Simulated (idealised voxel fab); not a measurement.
The document below concerns the process module designated voxel ribs on slabs.
This is section cut - it's 215 nm across, gridded in 5 nm square cells.
If you're reading a cross-section in this doc, picture square cells in a grid; it comes to you as bands, top ones listed first down to the bottom, and a band can be one or more rows of cells.
Each band's line starts with the height of the band's top and of its bottom, in nm. Then come its materials from left to right, each with its width in nm. One material with "edge to edge" fills the band from edge to edge. "blank" is empty space.
Measure heights from 0. That's the level where, below it, the as-received wafer is all one material. The lowest band is bottomless and extends downward; write it as in "0 and below".
A width given as "30 to 40" starts at the first number in the band's top row and ends at the second number in its bottom row, shifting by an equal amount at every step from row to row.
Where a step carries "no alterations made", the cross-section came out of it unchanged, cell for cell.
For the entry "Sealed void list", the listed items are empty spaces with no open way to the top whose size is 8 cells or more; each item follows the pattern width x height at distance, where distance is from the left edge and all three are in nm.
On each step's line, the part that comes after the settings is the simulator's own comment on the step.
The setting "overlay nm" may be written on the line of a step. When the step uses a mask, the value reports how far to the right of the planned place the mask lay, and a negative value reports that it lay to the left.

-- List of planned process steps
| 1 | RECEIVE,material Si |
| 2 | DIRECTIONAL_DEP,material SiO2,thk nm 25 |
| 3 | DIRECTIONAL_DEP,material SiN,thk nm 15 |
| 4 | PATTERN,tone cover,mask id RIB,material resist,width nm 25,thk nm 15,overlay nm 0 |
| 5 | DIRECTIONAL_ETCH,etch materials SiN,depth nm 5 |
| 6 | STRIP,etch materials resist |
| 7 | PATTERN,tone cover,mask id SLAB,material resist,width nm 55,thk nm 15,overlay nm 0 |
| 8 | DIRECTIONAL_ETCH,etch materials SiN,depth nm 10 |
| 9 | STRIP,etch materials resist |
| 10 | FILL_DEP,material SiO2,thk nm 25 |
| 11 | CMP,height nm 60 |
| 12 | DIRECTIONAL_DEP,material TiN,thk nm 10 |
| 13 | DIRECTIONAL_DEP,material aC,thk nm 15 |
| 14 | PATTERN,tone cover,mask id HEATER,material resist,width nm 35,thk nm 35,overlay nm 0 |
| 15 | DIRECTIONAL_ETCH,etch materials aC,depth nm 15 |
| 16 | STRIP,etch materials resist |
| 17 | DIRECTIONAL_ETCH,etch materials TiN,depth nm 10 |
| 18 | STRIP,etch materials aC |
| 19 | CONFORMAL_DEP,material SiO2,thk nm 10 |

-- Cross-section of the wafer as it came to us, i.e., already through step 1
	0 and below  Si edge to edge
	Sealed void list: none

-- Cross-sectional view of the first of the two wafers upon completion of the module, processed in accordance with the plan
	80 down to 70  blank 80 nm, then SiO2 55 nm, then blank 80 nm
	70 down to 60  SiO2 90 nm, then TiN 35 nm, then SiO2 90 nm
	60 down to 40  SiO2 edge to edge
	40 down to 35  SiO2 95 nm, then SiN 25 nm, then SiO2 95 nm
	35 down to 25  SiO2 80 nm, then SiN 55 nm, then SiO2 80 nm
	25 down to 0  SiO2 edge to edge
	0 and below  Si edge to edge
	Sealed void list: none

-- Module end: cross-section of wafer two of two. Same start and process plan as the first wafer. One mistake during execution
	80 down to 70  blank 80 nm, then SiO2 55 nm, then blank 80 nm
	70 down to 60  SiO2 90 nm, then TiN 35 nm, then SiO2 90 nm
	60 down to 35  SiO2 edge to edge
	35 down to 25  SiO2 80 nm, then SiN 15 nm, then SiO2 25 nm, then SiN 15 nm, then SiO2 80 nm
	25 down to 0  SiO2 edge to edge
	0 and below  Si edge to edge
	Sealed void list: none
Heads up, the wafer didn't run the way we planned it: transposition of steps 3 and 4 relative to the planned sequence
Upon completion, the second wafer contains, in terms of cells, a greater or smaller amount of certain materials than the first wafer: -15 SiN; +15 SiO2
